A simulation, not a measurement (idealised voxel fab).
Name of the process module below: voxel capacitor over wiring
This is section cut - it's 175 nm across, gridded in 5 nm square cells.
A cross-section is written here as square cells arranged in a grid, and it is given in bands from the top down, each band taking up one or more rows of cells.
Band entry format. Leading values: height of top, height of bottom, nm. Remainder: materials in left-to-right order, each with its width in nm. Special words: "full width" on a single material, which then fills the band edge to edge; "blank", empty space.
Heights are measured from 0, the level below which the as-received wafer is all one material; the lowest band has no bottom and continues downward, written as in "0..down".
The expression "30..40" gives the width at the extremes of the band, the first number at its top row of cells and the second at its bottom row, with the width changing by equal amounts from each row to the next in between.
Given "no change" for a step, no cell of the cross-section differs between before and after that step.
Look at "Sealed void inventory" for the closed voids: empty spaces with no open path to the top, sized 8 cells or up. Each is width x height at distance, distance from the left edge, all nm.
It should be noted that, on the line of a given step, the content following the step's settings is a remark produced by the simulator itself with respect to that step.
overlay nm: how far to the right of its planned place the mask lay on this masked step (negative: to the left).

Process steps - plan
1. op RECEIVE | material Si
2. op CONFORMAL_DEP | material SiO2 | thk nm 15
3. op DIRECTIONAL_DEP | material TiN | thk nm 5
4. op DIRECTIONAL_DEP | material Ru | thk nm 20
5. op DIRECTIONAL_DEP | material aC | thk nm 15
6. op PATTERN | tone cover | mask id METAL_1 | material resist | width nm 30 | pitch nm 80 | thk nm 35 | overlay nm 0
7. op DIRECTIONAL_ETCH | etch materials aC | depth nm 15
8. op STRIP | etch materials resist
9. op DIRECTIONAL_ETCH | etch materials Ru | depth nm 20
10. op DIRECTIONAL_ETCH | etch materials TiN | depth nm 5
11. op STRIP | etch materials aC
12. op FILL_DEP | material lowk | thk nm 5
13. op CMP | height nm 40
14. op CONFORMAL_DEP | material SiCN | thk nm 5
15. op DIRECTIONAL_DEP | material lowk | thk nm 20
16. op DIRECTIONAL_DEP | material aC | thk nm 10
17. op PATTERN | tone open | mask id PLUG_1 | material resist | width nm 15 | thk nm 25 | overlay nm 0
18. op DIRECTIONAL_ETCH | etch materials aC | depth nm 10
19. op STRIP | etch materials resist
20. op DIRECTIONAL_ETCH | etch materials lowk | depth nm 20
21. op DIRECTIONAL_ETCH | etch materials SiCN | depth nm 5
22. op STRIP | etch materials aC
23. op CONFORMAL_DEP | material TiN | thk nm 5
24. op FILL_DEP | material Ru | thk nm 5
25. op CMP | height nm 65
26. op DIRECTIONAL_DEP | material TiN | thk nm 10
27. op DIRECTIONAL_DEP | material SiN | thk nm 5
28. op DIRECTIONAL_DEP | material TiN | thk nm 10
29. op DIRECTIONAL_DEP | material aC | thk nm 15
30. op PATTERN | tone cover | mask id UPPER_PLATE | material resist | width nm 55 | thk nm 30 | overlay nm 0
31. op DIRECTIONAL_ETCH | etch materials aC | depth nm 15
32. op STRIP | etch materials resist
33. op DIRECTIONAL_ETCH | etch materials TiN | depth nm 10
34. op DIRECTIONAL_ETCH | etch materials SiN | depth nm 5
35. op STRIP | etch materials aC
36. op DIRECTIONAL_DEP | material aC | thk nm 10
37. op PATTERN | tone cover | mask id LOWER_PLATE | material resist | width nm 65 | thk nm 30 | overlay nm 0
38. op DIRECTIONAL_ETCH | etch materials aC | depth nm 10
39. op STRIP | etch materials resist
40. op DIRECTIONAL_ETCH | etch materials TiN | depth nm 10
41. op STRIP | etch materials aC
42. op FILL_DEP | material SiO2 | thk nm 20
43. op CMP | height nm 105
44. op MASKED_ETCH | tone open | mask id PLUG_2 | width nm 15 | etch materials SiO2 | depth nm 15 | overlay nm 0
45. op CONFORMAL_DEP | material TiN | thk nm 5
46. op FILL_DEP | material Ru | thk nm 5
47. op CMP | height nm 105
48. op CONFORMAL_DEP | material SiCN | thk nm 5

Delivered wafer in cross-section: state after step 1
- 0..down | Si full width
- Sealed void inventory: none

End-of-module XS, first of two wafers, run as planned
- 110..105 | SiCN full width
- 105..95 | SiO2: 55  TiN: 5  Ru: 5  TiN: 5  SiO2: 105
- 95..90 | SiO2: 55  TiN: 15  SiO2: 105
- 90..80 | SiO2: 45  TiN: 55  SiO2: 75
- 80..75 | SiO2: 45  SiN: 55  SiO2: 75
- 75..65 | SiO2: 40  TiN: 65  SiO2: 70
- 65..45 | lowk: 45  TiN: 5  Ru: 5  TiN: 5  lowk: 115
- 45..40 | SiCN: 45  TiN: 15  SiCN: 115
- 40..20 | lowk: 30  Ru: 30  lowk: 50  Ru: 30  lowk: 35
- 20..15 | lowk: 30  TiN: 30  lowk: 50  TiN: 30  lowk: 35
- 15..0 | SiO2 full width
- 0..down | Si full width
- Sealed void inventory: none

Same start, same plan as the first wafer - but one mistake in the run. Cross-section of the second of the two at the end of the module
- 110..105 | SiCN full width
- 105..95 | SiO2: 55  TiN: 5  Ru: 5  TiN: 5  SiO2: 105
- 95..90 | SiO2: 55  TiN: 15  SiO2: 105
- 90..80 | SiO2: 50  TiN: 45  SiO2: 80
- 80..75 | SiO2: 50  SiN: 45  SiO2: 80
- 75..65 | SiO2: 40  TiN: 65  SiO2: 70
- 65..45 | lowk: 45  TiN: 5  Ru: 5  TiN: 5  lowk: 115
- 45..40 | SiCN: 45  TiN: 15  SiCN: 115
- 40..20 | lowk: 30  Ru: 30  lowk: 50  Ru: 30  lowk: 35
- 20..15 | lowk: 30  TiN: 30  lowk: 50  TiN: 30  lowk: 35
- 15..0 | SiO2 full width
- 0..down | Si full width
- Sealed void inventory: none
Plan not followed: step 30: run off-plan, actual operation and settings op PATTERN | tone cover | mask id UPPER_PLATE | material resist | width nm 45 | thk nm 30 | overlay nm 0
The closing comparison, in cells, has the second wafer with more or fewer of some materials than the first: 2 fewer of SiN | 6 more of SiO2 | 4 fewer of TiN
